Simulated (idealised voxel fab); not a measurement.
process module | voxel transistor to metal
cross-section cut | 155 nm wide | cells 5 nm
A cross-section is a grid of square cells, given in bands from the top down. A band is one or more rows of cells.
Each band's line starts with the height of the band's top and of its bottom, in nm. Then come its materials from left to right, each with its width in nm. One material with "throughout" fills the band from edge to edge. "air" is empty space.
Height 0 is the level under which the wafer as received is all one material. The lowest band goes on downwards, as in "0 down".
A width such as "30 to 40" changes by the same amount from each row of cells to the next, from the band's top row to its bottom row.
"no change" after a step means that no cell of the cross-section changed.
closed voids: empty space of 8 cells or more with no open way to the top, each as width x height at its distance from the left edge, in nm
after a step's settings: what the simulator itself notes on the step
overlay nm, on a step with a mask: how far to the right of its planned place the mask lay; to the left if negative
plan
1 op RECEIVE | material Si
2 op CONFORMAL_DEP | material SiO2 | thk nm 5
3 op CONFORMAL_DEP | material SiN | thk nm 15
4 op PATTERN | tone cover | mask id ACTIVE | material resist | width nm 105 | thk nm 15 | overlay nm 0
5 op DIRECTIONAL_ETCH | etch materials SiN | depth nm 15
6 op DIRECTIONAL_ETCH | etch materials SiO2 | depth nm 5
7 op DIRECTIONAL_ETCH | etch materials Si | depth nm 20
8 op STRIP | etch materials resist
9 op OXIDIZE | depth nm 5
10 op FILL_DEP | material SiO2 | thk nm 15
11 op CMP | height nm 20
12 op SELECTIVE_ETCH | etch materials SiO2 | depth nm 15
13 op STRIP | etch materials SiN
14 op SELECTIVE_ETCH | etch materials SiO2 | depth nm 5
15 op OXIDIZE | depth nm 5
16 op DIRECTIONAL_DEP | material polySi | thk nm 30
17 op DIRECTIONAL_DEP | material SiCN | thk nm 10
18 op DIRECTIONAL_DEP | material aC | thk nm 10
19 op PATTERN | tone cover | mask id GATE | material resist | width nm 25 | thk nm 30 | overlay nm 0
20 op DIRECTIONAL_ETCH | etch materials aC | depth nm 10
21 op STRIP | etch materials resist
22 op DIRECTIONAL_ETCH | etch materials SiCN | depth nm 20
23 op DIRECTIONAL_ETCH | etch materials polySi | depth nm 40
24 op STRIP | etch materials aC
25 op CONFORMAL_DEP | material SiO2 | thk nm 5
26 op DIRECTIONAL_ETCH | etch materials SiO2 | depth nm 5
27 op CONFORMAL_DEP | material SiN | thk nm 10
28 op DIRECTIONAL_ETCH | etch materials SiN | depth nm 10
29 op DIRECTIONAL_ETCH | etch materials SiO2 | depth nm 5
30 op DIRECTIONAL_ETCH | etch materials Si | depth nm 15
31 op EPI | material nSi | thk nm 15
32 op FILL_DEP | material SiO2 | thk nm 10
33 op CMP | height nm 40
34 op DIRECTIONAL_DEP | material SiO2 | thk nm 15
35 op PATTERN | tone open | mask id CONTACT | material resist | width nm 30 | pitch nm 65 | thk nm 20 | overlay nm 0
36 op DIRECTIONAL_ETCH | etch materials SiO2 | depth nm 60
37 op STRIP | etch materials resist
38 op CONFORMAL_DEP | material TiN | thk nm 5
39 op FILL_DEP | material Ru | thk nm 5
40 op CMP | height nm 55
41 op CONFORMAL_DEP | material SiCN | thk nm 5
42 op DIRECTIONAL_DEP | material SiO2 | thk nm 25
43 op MASKED_ETCH | tone open | mask id METAL_1 | width nm 20 | pitch nm 75 | etch materials SiO2 | depth nm 25 | overlay nm 0
44 op MASKED_ETCH | tone open | mask id METAL_1 | width nm 15 | pitch nm 75 | etch materials SiCN | depth nm 5 | overlay nm 0
45 op CONFORMAL_DEP | material TiN | thk nm 5
46 op FILL_DEP | material Cu | thk nm 5
47 op CMP | height nm 85
48 op CONFORMAL_DEP | material SiN | thk nm 5
varied across the wafers: width nm of step 44. The plan shows the first wafer's value. All wafers start alike
first wafer as received, after step 1
  0 down: Si throughout
  closed voids: none
each wafer at the end: cells of each material gained (+) or lost (-) since it was received, then its closed voids
width nm 15 | +18 Cu | +40 Ru | -103 Si | +35 SiCN | +63 SiN | +355 SiO2 | +78 TiN | +42 nSi | +30 polySi | closed voids: none
width nm 20 | +20 Cu | +40 Ru | -103 Si | +33 SiCN | +63 SiN | +355 SiO2 | +78 TiN | +42 nSi | +30 polySi | closed voids: none
width nm 25 | +20 Cu | +40 Ru | -103 Si | +33 SiCN | +63 SiN | +355 SiO2 | +78 TiN | +42 nSi | +30 polySi | closed voids: none
width nm 30 | +20 Cu | +40 Ru | -103 Si | +33 SiCN | +63 SiN | +355 SiO2 | +78 TiN | +42 nSi | +30 polySi | closed voids: none
width nm 35 | +20 Cu | +40 Ru | -103 Si | +33 SiCN | +63 SiN | +355 SiO2 | +78 TiN | +42 nSi | +30 polySi | closed voids: none
